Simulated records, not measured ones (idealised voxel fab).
process module | voxel air gaps
FYI the section here is cut, 210 nm wide, cells are 5 nm squares.
In what follows, cross-sections appear as grids of square cells, described through bands that run from the top down, where every band is one or more rows of cells.
Quick guide to a band line: top height, bottom height (nm) up front; then every material left to right with its width in nm. Only one material and it's marked "everywhere"? Then it fills the band edge to edge. And "empty" just means empty space.
Counting heights begins at 0, where everything beneath is, in the wafer as received, one material. The lowest band has no bottom; it goes on downwards, as "0 nm and below" shows.
The two numbers in a width such as "30 to 40" mark its ends across the band: the first belongs to the top row of cells, the second to the bottom row, and from each row to the next the width moves by the same amount.
Given "all unchanged" for a step, no cell of the cross-section differs between before and after that step.
The label "Sealed voids" introduces a list of the empty spaces, 8 cells or larger, that have no open way up to the top; each entry in it reads width x height at distance, where the distance is taken from the left edge and all three are stated in nm.
On each step's line, the part that comes after the settings is the simulator's own comment on the step.
overlay nm, on a step with a mask: how far to the right of its planned place the mask lay; to the left if negative

STEPS PLANNED FOR THE PROCESS
step 1: RECEIVE | material Si
step 2: CONFORMAL_DEP | material SiO2 | thk nm 10
step 3: CONFORMAL_DEP | material SiN | thk nm 5
step 4: DIRECTIONAL_DEP | material lowk | thk nm 40
step 5: PATTERN | tone open | mask id LINES | material resist | width nm 15 | pitch nm 40 | thk nm 15 | overlay nm 0
step 6: DIRECTIONAL_ETCH | etch materials lowk | depth nm 40
step 7: STRIP | etch materials resist
step 8: CONFORMAL_DEP | material TiN | thk nm 5
step 9: FILL_DEP | material Ru | thk nm 10
step 10: CMP | height nm 55
step 11: EPI | material Ru | thk nm 10
step 12: SELECTIVE_ETCH | etch materials lowk | depth nm 50
step 13: CONFORMAL_DEP | material SiCN | thk nm 5

FIRST WAFER OUT OF TWO, PROCESSED AS PLANNED

AS RECEIVED (POST STEP 1): CROSS-SECTION
* 0 nm and below = Si everywhere
* Sealed voids: none

THE FOLLOWING CROSS-SECTION DEPICTS THE WAFER UPON COMPLETION OF STEP 2
* 10 nm to 0 nm = SiO2 everywhere
* Below 0, no change.

THE FOLLOWING CROSS-SECTION DEPICTS THE WAFER UPON COMPLETION OF STEP 3
* 15 nm to 10 nm = SiN everywhere
* Below 10, no change.

THE FOLLOWING CROSS-SECTION DEPICTS THE WAFER UPON COMPLETION OF STEP 4
* 55 nm to 15 nm = lowk everywhere
* Below 15, no change.

THE FOLLOWING CROSS-SECTION DEPICTS THE WAFER UPON COMPLETION OF STEP 5
* 70 nm to 55 nm = 55 of resist, 15 of empty, 25 of resist, 15 of empty, 25 of resist, 15 of empty, 60 of resist
* Below 55, no change.

THE FOLLOWING CROSS-SECTION DEPICTS THE WAFER UPON COMPLETION OF STEP 6
* 70 nm to 55 nm = 55 of resist, 15 of empty, 25 of resist, 15 of empty, 25 of resist, 15 of empty, 60 of resist
* 55 nm to 15 nm = 55 of lowk, 15 of empty, 25 of lowk, 15 of empty, 25 of lowk, 15 of empty, 60 of lowk
* Below 15, no change.

THE FOLLOWING CROSS-SECTION DEPICTS THE WAFER UPON COMPLETION OF STEP 7
* 55 nm to 15 nm = 55 of lowk, 15 of empty, 25 of lowk, 15 of empty, 25 of lowk, 15 of empty, 60 of lowk
* Below 15, no change.

THE FOLLOWING CROSS-SECTION DEPICTS THE WAFER UPON COMPLETION OF STEP 8
* 60 nm to 55 nm = 60 of TiN, 5 of empty, 35 of TiN, 5 of empty, 35 of TiN, 5 of empty, 65 of TiN
* 55 nm to 20 nm = 55 of lowk, 5 of TiN, 5 of empty, 5 of TiN, 25 of lowk, 5 of TiN, 5 of empty, 5 of TiN, 25 of lowk, 5 of TiN, 5 of empty, 5 of TiN, 60 of lowk
* 20 nm to 15 nm = 55 of lowk, 15 of TiN, 25 of lowk, 15 of TiN, 25 of lowk, 15 of TiN, 60 of lowk
* Below 15, no change.

THE FOLLOWING CROSS-SECTION DEPICTS THE WAFER UPON COMPLETION OF STEP 9
* 70 nm to 60 nm = Ru everywhere
* 60 nm to 55 nm = 60 of TiN, 5 of Ru, 35 of TiN, 5 of Ru, 35 of TiN, 5 of Ru, 65 of TiN
* 55 nm to 20 nm = 55 of lowk, 5 of TiN, 5 of Ru, 5 of TiN, 25 of lowk, 5 of TiN, 5 of Ru, 5 of TiN, 25 of lowk, 5 of TiN, 5 of Ru, 5 of TiN, 60 of lowk
* Below 20, no change.

THE FOLLOWING CROSS-SECTION DEPICTS THE WAFER UPON COMPLETION OF STEP 10
* 55 nm to 20 nm = 55 of lowk, 5 of TiN, 5 of Ru, 5 of TiN, 25 of lowk, 5 of TiN, 5 of Ru, 5 of TiN, 25 of lowk, 5 of TiN, 5 of Ru, 5 of TiN, 60 of lowk
* Below 20, no change.

THE FOLLOWING CROSS-SECTION DEPICTS THE WAFER UPON COMPLETION OF STEP 11
* 65 nm to 55 nm = 45 of empty, 35 of Ru, 5 of empty, 35 of Ru, 5 of empty, 35 of Ru, 50 of empty
* Below 55, no change.

THE FOLLOWING CROSS-SECTION DEPICTS THE WAFER UPON COMPLETION OF STEP 12
* 65 nm to 55 nm = 45 of empty, 35 of Ru, 5 of empty, 35 of Ru, 5 of empty, 35 of Ru, 50 of empty
* 55 nm to 20 nm = 55 of empty, 5 of TiN, 5 of Ru, 5 of TiN, 25 of empty, 5 of TiN, 5 of Ru, 5 of TiN, 25 of empty, 5 of TiN, 5 of Ru, 5 of TiN, 60 of empty
* 20 nm to 15 nm = 55 of empty, 15 of TiN, 25 of empty, 15 of TiN, 25 of empty, 15 of TiN, 60 of empty
* Below 15, no change.

THE FOLLOWING CROSS-SECTION DEPICTS THE WAFER UPON COMPLETION OF STEP 13
* 70 nm to 65 nm = 40 of empty, 125 of SiCN, 45 of empty
* 65 nm to 55 nm = 40 of empty, 5 of SiCN, 35 of Ru, 5 of SiCN, 35 of Ru, 5 of SiCN, 35 of Ru, 5 of SiCN, 45 of empty
* 55 nm to 50 nm = 40 of empty, 15 of SiCN, 5 of TiN, 5 of Ru, 5 of TiN, 25 of SiCN, 5 of TiN, 5 of Ru, 5 of TiN, 25 of SiCN, 5 of TiN, 5 of Ru, 5 of TiN, 15 of SiCN, 45 of empty
* 50 nm to 20 nm = 50 of empty, 5 of SiCN, 5 of TiN, 5 of Ru, 5 of TiN, 5 of SiCN, 15 of empty, 5 of SiCN, 5 of TiN, 5 of Ru, 5 of TiN, 5 of SiCN, 15 of empty, 5 of SiCN, 5 of TiN, 5 of Ru, 5 of TiN, 5 of SiCN, 55 of empty
* 20 nm to 15 nm = 55 of SiCN, 15 of TiN, 25 of SiCN, 15 of TiN, 25 of SiCN, 15 of TiN, 60 of SiCN
* Below 15, no change.
* Sealed voids: 15 x 30 at 75; 15 x 30 at 115

SECOND OF TWO: SAME START, SAME PLAN, ONE RUN ERROR; STEPS UP TO AND INCLUDING 4 MATCH THE FIRST

AT THE PLANNED END OF STEP 5, THE SECOND WAFER IN CROSS-SECTION
* 70 nm to 55 nm = 50 of resist, 25 of empty, 15 of resist, 25 of empty, 15 of resist, 25 of empty, 55 of resist
* Below 55, no change.

AT THE PLANNED END OF STEP 6, THE SECOND WAFER IN CROSS-SECTION
* 70 nm to 55 nm = 50 of resist, 25 of empty, 15 of resist, 25 of empty, 15 of resist, 25 of empty, 55 of resist
* 55 nm to 15 nm = 50 of lowk, 25 of empty, 15 of lowk, 25 of empty, 15 of lowk, 25 of empty, 55 of lowk
* Below 15, no change.

AT THE PLANNED END OF STEP 7, THE SECOND WAFER IN CROSS-SECTION
* 55 nm to 15 nm = 50 of lowk, 25 of empty, 15 of lowk, 25 of empty, 15 of lowk, 25 of empty, 55 of lowk
* Below 15, no change.

AT THE PLANNED END OF STEP 8, THE SECOND WAFER IN CROSS-SECTION
* 60 nm to 55 nm = 55 of TiN, 15 of empty, 25 of TiN, 15 of empty, 25 of TiN, 15 of empty, 60 of TiN
* 55 nm to 20 nm = 50 of lowk, 5 of TiN, 15 of empty, 5 of TiN, 15 of lowk, 5 of TiN, 15 of empty, 5 of TiN, 15 of lowk, 5 of TiN, 15 of empty, 5 of TiN, 55 of lowk
* 20 nm to 15 nm = 50 of lowk, 25 of TiN, 15 of lowk, 25 of TiN, 15 of lowk, 25 of TiN, 55 of lowk
* Below 15, no change.

AT THE PLANNED END OF STEP 9, THE SECOND WAFER IN CROSS-SECTION
* 70 nm to 60 nm = Ru everywhere
* 60 nm to 55 nm = 55 of TiN, 15 of Ru, 25 of TiN, 15 of Ru, 25 of TiN, 15 of Ru, 60 of TiN
* 55 nm to 20 nm = 50 of lowk, 5 of TiN, 15 of Ru, 5 of TiN, 15 of lowk, 5 of TiN, 15 of Ru, 5 of TiN, 15 of lowk, 5 of TiN, 15 of Ru, 5 of TiN, 55 of lowk
* Below 20, no change.

AT THE PLANNED END OF STEP 10, THE SECOND WAFER IN CROSS-SECTION
* 55 nm to 20 nm = 50 of lowk, 5 of TiN, 15 of Ru, 5 of TiN, 15 of lowk, 5 of TiN, 15 of Ru, 5 of TiN, 15 of lowk, 5 of TiN, 15 of Ru, 5 of TiN, 55 of lowk
* Below 20, no change.

AT THE PLANNED END OF STEP 11, THE SECOND WAFER IN CROSS-SECTION
* 65 nm to 55 nm = 40 of empty, 125 of Ru, 45 of empty
* Below 55, no change.

AT THE PLANNED END OF STEP 12, THE SECOND WAFER IN CROSS-SECTION
* 65 nm to 55 nm = 40 of empty, 125 of Ru, 45 of empty
* 55 nm to 20 nm = 50 of empty, 5 of TiN, 15 of Ru, 5 of TiN, 15 of lowk, 5 of TiN, 15 of Ru, 5 of TiN, 15 of lowk, 5 of TiN, 15 of Ru, 5 of TiN, 55 of empty
* 20 nm to 15 nm = 50 of empty, 25 of TiN, 15 of lowk, 25 of TiN, 15 of lowk, 25 of TiN, 55 of empty
* Below 15, no change.

AT THE PLANNED END OF STEP 13, THE SECOND WAFER IN CROSS-SECTION
* 70 nm to 65 nm = 35 of empty, 135 of SiCN, 40 of empty
* 65 nm to 55 nm = 35 of empty, 5 of SiCN, 125 of Ru, 5 of SiCN, 40 of empty
* 55 nm to 50 nm = 35 of empty, 15 of SiCN, 5 of TiN, 15 of Ru, 5 of TiN, 15 of lowk, 5 of TiN, 15 of Ru, 5 of TiN, 15 of lowk, 5 of TiN, 15 of Ru, 5 of TiN, 15 of SiCN, 40 of empty
* 50 nm to 20 nm = 45 of empty, 5 of SiCN, 5 of TiN, 15 of Ru, 5 of TiN, 15 of lowk, 5 of TiN, 15 of Ru, 5 of TiN, 15 of lowk, 5 of TiN, 15 of Ru, 5 of TiN, 5 of SiCN, 50 of empty
* 20 nm to 15 nm = 50 of SiCN, 25 of TiN, 15 of lowk, 25 of TiN, 15 of lowk, 25 of TiN, 55 of SiCN
* Below 15, no change.
Processing error: rather than as planned, step 5 actually ran as PATTERN | tone open | mask id LINES | material resist | width nm 25 | pitch nm 40 | thk nm 15 | overlay nm 0
Bottom line after processing is that, in cells, the second wafer is up or down on some materials versus the first: 50 more of Ru, 48 fewer of SiCN, 6 more of TiN, 48 more of lowk
Final closed voids: first wafer 2, second wafer 0.
